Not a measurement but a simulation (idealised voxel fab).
process module | voxel capacitor over wiring
cross-section cut | 260 nm wide | cells 5 nm
A cross-section is a grid of square cells, given in bands from the top down. A band is one or more rows of cells.
Each band's line starts with the height of the band's top and of its bottom, in nm. Then come its materials from left to right, each with its width in nm. One material with "throughout" fills the band from edge to edge. "air" is empty space.
Height 0 is the level under which the wafer as received is all one material. The lowest band goes on downwards, as in "0 down".
A width such as "30 to 40" changes by the same amount from each row of cells to the next, from the band's top row to its bottom row.
"no change" after a step means that no cell of the cross-section changed.
closed voids: empty space of 8 cells or more with no open way to the top, each as width x height at its distance from the left edge, in nm
after a step's settings: what the simulator itself notes on the step
overlay nm, on a step with a mask: how far to the right of its planned place the mask lay; to the left if negative
plan
1 op RECEIVE | material Si
2 op CONFORMAL_DEP | material SiO2 | thk nm 15
3 op DIRECTIONAL_DEP | material TiN | thk nm 5
4 op DIRECTIONAL_DEP | material W | thk nm 25
5 op DIRECTIONAL_DEP | material aC | thk nm 10
6 op PATTERN | tone cover | mask id METAL_1 | material resist | width nm 20 | pitch nm 85 | thk nm 25 | overlay nm 0
7 op DIRECTIONAL_ETCH | etch materials aC | depth nm 10
8 op STRIP | etch materials resist
9 op DIRECTIONAL_ETCH | etch materials W | depth nm 25
10 op DIRECTIONAL_ETCH | etch materials TiN | depth nm 5
11 op STRIP | etch materials aC
12 op CONFORMAL_DEP | material SiN | thk nm 5
13 op FILL_DEP | material SiO2 | thk nm 5
14 op CMP | height nm 45
15 op CONFORMAL_DEP | material SiCN | thk nm 5
16 op DIRECTIONAL_DEP | material lowk | thk nm 10
17 op MASKED_ETCH | tone open | mask id PLUG_1 | width nm 15 | etch materials lowk | depth nm 10 | overlay nm 0
18 op MASKED_ETCH | tone open | mask id PLUG_1 | width nm 15 | etch materials SiCN | depth nm 5 | overlay nm 0
19 op CONFORMAL_DEP | material TiN | thk nm 5
20 op FILL_DEP | material Cu | thk nm 10
21 op CMP | height nm 60
22 op DIRECTIONAL_DEP | material TiN | thk nm 10
23 op DIRECTIONAL_DEP | material HfO2 | thk nm 5
24 op DIRECTIONAL_DEP | material TiN | thk nm 5
25 op DIRECTIONAL_DEP | material aC | thk nm 15
26 op PATTERN | tone cover | mask id UPPER_PLATE | material resist | width nm 70 | thk nm 35 | overlay nm 0
27 op DIRECTIONAL_ETCH | etch materials aC | depth nm 15
28 op STRIP | etch materials resist
29 op DIRECTIONAL_ETCH | etch materials TiN | depth nm 5
30 op DIRECTIONAL_ETCH | etch materials HfO2 | depth nm 5
31 op STRIP | etch materials aC
32 op MASKED_ETCH | tone cover | mask id LOWER_PLATE | width nm 80 | etch materials TiN | depth nm 10 | overlay nm 0
33 op FILL_DEP | material SiO2 | thk nm 20
34 op CMP | height nm 95
35 op PATTERN | tone open | mask id PLUG_2 | material resist | width nm 15 | thk nm 15 | overlay nm 0
36 op DIRECTIONAL_ETCH | etch materials SiO2 | depth nm 15
37 op STRIP | etch materials resist
38 op CONFORMAL_DEP | material TiN | thk nm 5
39 op FILL_DEP | material Cu | thk nm 5
40 op CMP | height nm 95
41 op CONFORMAL_DEP | material SiN | thk nm 5
first wafer, as planned
as received, after step 1
  0 down: Si throughout
  closed voids: none
after step 2
  15 to 0: SiO2 throughout
  below 0: unchanged
after step 3
  20 to 15: TiN throughout
  below 15: unchanged
after step 4
  45 to 20: W throughout
  below 20: unchanged
after step 5
  55 to 45: aC throughout
  below 45: unchanged
after step 6
  80 to 55: air 75 | resist 20 | air 65 | resist 20 | air 80
  below 55: unchanged
after step 7
  70 to 55: air 75 | resist 20 | air 65 | resist 20 | air 80
  55 to 45: air 75 | aC 20 | air 65 | aC 20 | air 80
  below 45: unchanged
after step 8
  55 to 45: air 75 | aC 20 | air 65 | aC 20 | air 80
  below 45: unchanged
after step 9
  55 to 45: air 75 | aC 20 | air 65 | aC 20 | air 80
  45 to 20: air 75 | W 20 | air 65 | W 20 | air 80
  below 20: unchanged
after step 10
  55 to 45: air 75 | aC 20 | air 65 | aC 20 | air 80
  45 to 20: air 75 | W 20 | air 65 | W 20 | air 80
  20 to 15: air 75 | TiN 20 | air 65 | TiN 20 | air 80
  below 15: unchanged
after step 11
  45 to 20: air 75 | W 20 | air 65 | W 20 | air 80
  below 20: unchanged
after step 12
  50 to 45: air 70 | SiN 30 | air 55 | SiN 30 | air 75
  45 to 20: air 70 | SiN 5 | W 20 | SiN 5 | air 55 | SiN 5 | W 20 | SiN 5 | air 75
  20 to 15: SiN 75 | TiN 20 | SiN 65 | TiN 20 | SiN 80
  below 15: unchanged
after step 13
  55 to 50: SiO2 throughout
  50 to 45: SiO2 70 | SiN 30 | SiO2 55 | SiN 30 | SiO2 75
  45 to 20: SiO2 70 | SiN 5 | W 20 | SiN 5 | SiO2 55 | SiN 5 | W 20 | SiN 5 | SiO2 75
  below 20: unchanged
after step 14
  45 to 20: SiO2 70 | SiN 5 | W 20 | SiN 5 | SiO2 55 | SiN 5 | W 20 | SiN 5 | SiO2 75
  below 20: unchanged
after step 15
  50 to 45: SiCN throughout
  below 45: unchanged
after step 16
  60 to 50: lowk throughout
  below 50: unchanged
after step 17
  60 to 50: lowk 80 | air 15 | lowk 165
  below 50: unchanged
after step 18
  60 to 50: lowk 80 | air 15 | lowk 165
  50 to 45: SiCN 80 | air 15 | SiCN 165
  below 45: unchanged
after step 19
  65 to 60: TiN 85 | air 5 | TiN 170
  60 to 50: lowk 80 | TiN 5 | air 5 | TiN 5 | lowk 165
  50 to 45: SiCN 80 | TiN 15 | SiCN 165
  below 45: unchanged
after step 20
  75 to 65: Cu throughout
  65 to 60: TiN 85 | Cu 5 | TiN 170
  60 to 50: lowk 80 | TiN 5 | Cu 5 | TiN 5 | lowk 165
  below 50: unchanged
after step 21
  60 to 50: lowk 80 | TiN 5 | Cu 5 | TiN 5 | lowk 165
  below 50: unchanged
after step 22
  70 to 60: TiN throughout
  below 60: unchanged
after step 23
  75 to 70: HfO2 throughout
  below 70: unchanged
after step 24
  80 to 75: TiN throughout
  below 75: unchanged
after step 25
  95 to 80: aC throughout
  below 80: unchanged
after step 26
  130 to 95: air 80 | resist 70 | air 110
  below 95: unchanged
after step 27
  115 to 95: air 80 | resist 70 | air 110
  95 to 80: air 80 | aC 70 | air 110
  below 80: unchanged
after step 28
  95 to 80: air 80 | aC 70 | air 110
  below 80: unchanged
after step 29
  95 to 80: air 80 | aC 70 | air 110
  80 to 75: air 80 | TiN 70 | air 110
  below 75: unchanged
after step 30
  95 to 80: air 80 | aC 70 | air 110
  80 to 75: air 80 | TiN 70 | air 110
  75 to 70: air 80 | HfO2 70 | air 110
  below 70: unchanged
after step 31
  80 to 75: air 80 | TiN 70 | air 110
  below 75: unchanged
after step 32
  80 to 75: air 80 | TiN 70 | air 110
  75 to 70: air 80 | HfO2 70 | air 110
  70 to 60: air 75 | TiN 80 | air 105
  below 60: unchanged
after step 33
  100 to 80: SiO2 throughout
  80 to 75: SiO2 80 | TiN 70 | SiO2 110
  75 to 70: SiO2 80 | HfO2 70 | SiO2 110
  70 to 60: SiO2 75 | TiN 80 | SiO2 105
  below 60: unchanged
after step 34
  95 to 80: SiO2 throughout
  below 80: unchanged
after step 35
  110 to 95: resist 90 | air 15 | resist 155
  below 95: unchanged
after step 36
  110 to 95: resist 90 | air 15 | resist 155
  95 to 80: SiO2 90 | air 15 | SiO2 155
  below 80: unchanged
after step 37
  95 to 80: SiO2 90 | air 15 | SiO2 155
  below 80: unchanged
after step 38
  100 to 95: TiN 95 | air 5 | TiN 160
  95 to 85: SiO2 90 | TiN 5 | air 5 | TiN 5 | SiO2 155
  85 to 75: SiO2 90 to 80 | TiN 15 to 70 | SiO2 155 to 110
  below 75: unchanged
after step 39
  105 to 100: Cu throughout
  100 to 95: TiN 95 | Cu 5 | TiN 160
  95 to 85: SiO2 90 | TiN 5 | Cu 5 | TiN 5 | SiO2 155
  below 85: unchanged
after step 40
  95 to 85: SiO2 90 | TiN 5 | Cu 5 | TiN 5 | SiO2 155
  below 85: unchanged
after step 41
  100 to 95: SiN throughout
  below 95: unchanged
second wafer: like start, like plan, one mistake. Through step 40 it matches the first wafer
when step 41 should have ended
  110 to 95: SiN throughout
  below 95: unchanged
what went wrong: step 41 ran as: op CONFORMAL_DEP | material SiN | thk nm 15
at the end the second wafer has, in cells: 104 more of SiN
